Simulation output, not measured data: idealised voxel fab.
Title: Process Module voxel gate over fins
Shown is cross-section cut, with a width of 245 nm and square cells of size 5 nm.
Just so we're on the same page, the cross-sections are grids of square cells, and they're listed out in bands top to bottom, each band one or more rows deep. This entry defines a band. It first specifies the height of the band's top and the height of its bottom in nm, and then specifies the band's materials from left to right, stating each material with its width in nm. The word "full width" identifies a single material that fills the band from edge to edge, while the word "air" identifies empty space. Height 0 is the level under which the wafer as received is all one material. The lowest band goes on downwards, as in "z 0 and below". Per-row width for "30 to 40": begins at first number (top row of band), ends at second number (bottom row), increment between rows held constant. For the purposes of this document, the phrase "nothing was modified" attached to a step denotes that no cell within the cross-section was modified by that step. Any empty space of 8 cells or more lacking an open way to the top shows up in "Closed void roster" as width x height at distance, distance from the left edge, in nm. Past the settings on a step's line: simulator remark, on that step. The "overlay nm" setting may appear on a step's line; for a step that uses a mask, it gives how far to the right of its planned position the mask lay, and a negative value indicates the left.

So here's the lineup of process steps we planned
step 1: RECEIVE (material Si)
step 2: CONFORMAL_DEP (material SiN; thk nm 5)
step 3: PATTERN (tone cover; mask id FINS; material resist; width nm 15; pitch nm 35; thk nm 20; overlay nm 0)
step 4: DIRECTIONAL_ETCH (etch materials SiN; depth nm 5)
step 5: DIRECTIONAL_ETCH (etch materials Si; depth nm 30)
step 6: STRIP (etch materials resist)
step 7: FILL_DEP (material SiO2; thk nm 10)
step 8: CMP (height nm 5)
step 9: SELECTIVE_ETCH (etch materials SiO2; depth nm 20)
step 10: STRIP (etch materials SiN)
step 11: CONFORMAL_DEP (material HfO2; thk nm 5)
step 12: CONFORMAL_DEP (material TiN; thk nm 5)
step 13: CONFORMAL_DEP (material TiAl; thk nm 5)
step 14: CONFORMAL_DEP (material TiN; thk nm 5)
step 15: FILL_DEP (material W; thk nm 15)
step 16: CMP (height nm 30)
step 17: CONFORMAL_DEP (material SiCN; thk nm 5)

First of two wafers: run as planned

Received-state cross-section, reflecting completion of step 1
    z 0 and below | Si full width
    Closed void roster: none

Take a look at the wafer's cross-section after step 2
    z 5 to 0 | SiN full width
    Below a height of 0, the structure has not been altered.

Take a look at the wafer's cross-section after step 3
    z 25 to 5 | 95 air, 15 resist, 20 air, 15 resist, 100 air
    Below a height of 5, the structure has not been altered.

Take a look at the wafer's cross-section after step 4
    z 25 to 5 | 95 air, 15 resist, 20 air, 15 resist, 100 air
    z 5 to 0 | 95 air, 15 SiN, 20 air, 15 SiN, 100 air
    Below a height of 0, the structure has not been altered.

Take a look at the wafer's cross-section after step 5
    z 25 to 5 | 95 air, 15 resist, 20 air, 15 resist, 100 air
    z 5 to 0 | 95 air, 15 SiN, 20 air, 15 SiN, 100 air
    z 0 to -30 | 95 air, 15 Si, 20 air, 15 Si, 100 air
    Below a height of -30, the structure has not been altered.

Take a look at the wafer's cross-section after step 6
    z 5 to 0 | 95 air, 15 SiN, 20 air, 15 SiN, 100 air
    Below a height of 0, the structure has not been altered.

Take a look at the wafer's cross-section after step 7
    z 15 to 5 | SiO2 full width
    z 5 to 0 | 95 SiO2, 15 SiN, 20 SiO2, 15 SiN, 100 SiO2
    z 0 to -30 | 95 SiO2, 15 Si, 20 SiO2, 15 Si, 100 SiO2
    Below a height of -30, the structure has not been altered.

Take a look at the wafer's cross-section after step 8
    z 5 to 0 | 95 SiO2, 15 SiN, 20 SiO2, 15 SiN, 100 SiO2
    Below a height of 0, the structure has not been altered.

Take a look at the wafer's cross-section after step 9
    z 5 to 0 | 95 air, 15 SiN, 20 air, 15 SiN, 100 air
    z 0 to -15 | 95 air, 15 Si, 20 air, 15 Si, 100 air
    Below a height of -15, the structure has not been altered.

Take a look at the wafer's cross-section after step 10
    z 0 to -15 | 95 air, 15 Si, 20 air, 15 Si, 100 air
    Below a height of -15, the structure has not been altered.

Take a look at the wafer's cross-section after step 11
    z 5 to 0 | 90 air, 25 HfO2, 10 air, 25 HfO2, 95 air
    z 0 to -10 | 90 air, 5 HfO2, 15 Si, 5 HfO2, 10 air, 5 HfO2, 15 Si, 5 HfO2, 95 air
    z -10 to -15 | 95 HfO2, 15 Si, 20 HfO2, 15 Si, 100 HfO2
    Below a height of -15, the structure has not been altered.

Take a look at the wafer's cross-section after step 12
    z 10 to 5 | 85 air, 70 TiN, 90 air
    z 5 to 0 | 85 air, 5 TiN, 25 HfO2, 10 TiN, 25 HfO2, 5 TiN, 90 air
    z 0 to -5 | 85 air, 5 TiN, 5 HfO2, 15 Si, 5 HfO2, 10 TiN, 5 HfO2, 15 Si, 5 HfO2, 5 TiN, 90 air
    z -5 to -10 | 90 TiN, 5 HfO2, 15 Si, 5 HfO2, 10 TiN, 5 HfO2, 15 Si, 5 HfO2, 95 TiN
    Below a height of -10, the structure has not been altered.

Take a look at the wafer's cross-section after step 13
    z 15 to 10 | 80 air, 80 TiAl, 85 air
    z 10 to 5 | 80 air, 5 TiAl, 70 TiN, 5 TiAl, 85 air
    z 5 to 0 | 80 air, 5 TiAl, 5 TiN, 25 HfO2, 10 TiN, 25 HfO2, 5 TiN, 5 TiAl, 85 air
    z 0 to -5 | 85 TiAl, 5 TiN, 5 HfO2, 15 Si, 5 HfO2, 10 TiN, 5 HfO2, 15 Si, 5 HfO2, 5 TiN, 90 TiAl
    Below a height of -5, the structure has not been altered.

Take a look at the wafer's cross-section after step 14
    z 20 to 15 | 75 air, 90 TiN, 80 air
    z 15 to 10 | 75 air, 5 TiN, 80 TiAl, 5 TiN, 80 air
    z 10 to 5 | 75 air, 5 TiN, 5 TiAl, 70 TiN, 5 TiAl, 5 TiN, 80 air
    z 5 to 0 | 80 TiN, 5 TiAl, 5 TiN, 25 HfO2, 10 TiN, 25 HfO2, 5 TiN, 5 TiAl, 85 TiN
    Below a height of 0, the structure has not been altered.

Take a look at the wafer's cross-section after step 15
    z 35 to 20 | W full width
    z 20 to 15 | 75 W, 90 TiN, 80 W
    z 15 to 10 | 75 W, 5 TiN, 80 TiAl, 5 TiN, 80 W
    z 10 to 5 | 75 W, 5 TiN, 5 TiAl, 70 TiN, 5 TiAl, 5 TiN, 80 W
    Below a height of 5, the structure has not been altered.

Take a look at the wafer's cross-section after step 16
    z 30 to 20 | W full width
    Below a height of 20, the structure has not been altered.

Take a look at the wafer's cross-section after step 17
    z 35 to 30 | SiCN full width
    Below a height of 30, the structure has not been altered.

The second wafer was prepared from the same starting point and under the same plan as the first; its processing contained one mistake, and it remains indistinguishable from the first wafer up to and including step 12

The second wafer cut through, at the time step 13 was supposed to be finished
    z 15 to 10 | 80 air, 80 W, 85 air
    z 10 to 5 | 80 air, 5 W, 70 TiN, 5 W, 85 air
    z 5 to 0 | 80 air, 5 W, 5 TiN, 25 HfO2, 10 TiN, 25 HfO2, 5 TiN, 5 W, 85 air
    z 0 to -5 | 85 W, 5 TiN, 5 HfO2, 15 Si, 5 HfO2, 10 TiN, 5 HfO2, 15 Si, 5 HfO2, 5 TiN, 90 W
    Below a height of -5, the structure has not been altered.

The second wafer cut through, at the time step 14 was supposed to be finished
    z 20 to 15 | 75 air, 90 TiN, 80 air
    z 15 to 10 | 75 air, 5 TiN, 80 W, 5 TiN, 80 air
    z 10 to 5 | 75 air, 5 TiN, 5 W, 70 TiN, 5 W, 5 TiN, 80 air
    z 5 to 0 | 80 TiN, 5 W, 5 TiN, 25 HfO2, 10 TiN, 25 HfO2, 5 TiN, 5 W, 85 TiN
    Below a height of 0, the structure has not been altered.

The second wafer cut through, at the time step 15 was supposed to be finished
    z 35 to 20 | W full width
    z 20 to 15 | 75 W, 90 TiN, 80 W
    z 15 to 10 | 75 W, 5 TiN, 80 W, 5 TiN, 80 W
    z 10 to 5 | 75 W, 5 TiN, 5 W, 70 TiN, 5 W, 5 TiN, 80 W
    Below a height of 5, the structure has not been altered.

The second wafer cut through, at the time step 16 was supposed to be finished
    z 30 to 20 | W full width
    Below a height of 20, the structure has not been altered.

The second wafer cut through, at the time step 17 was supposed to be finished
    z 35 to 30 | SiCN full width
    Below a height of 30, the structure has not been altered.
What broke from the plan during processing? note that step 13 departed from the planned setting and was carried out as CONFORMAL_DEP (material W; thk nm 5)
Final cells, second wafer relative to first, materials higher or lower: TiAl -55, W +55
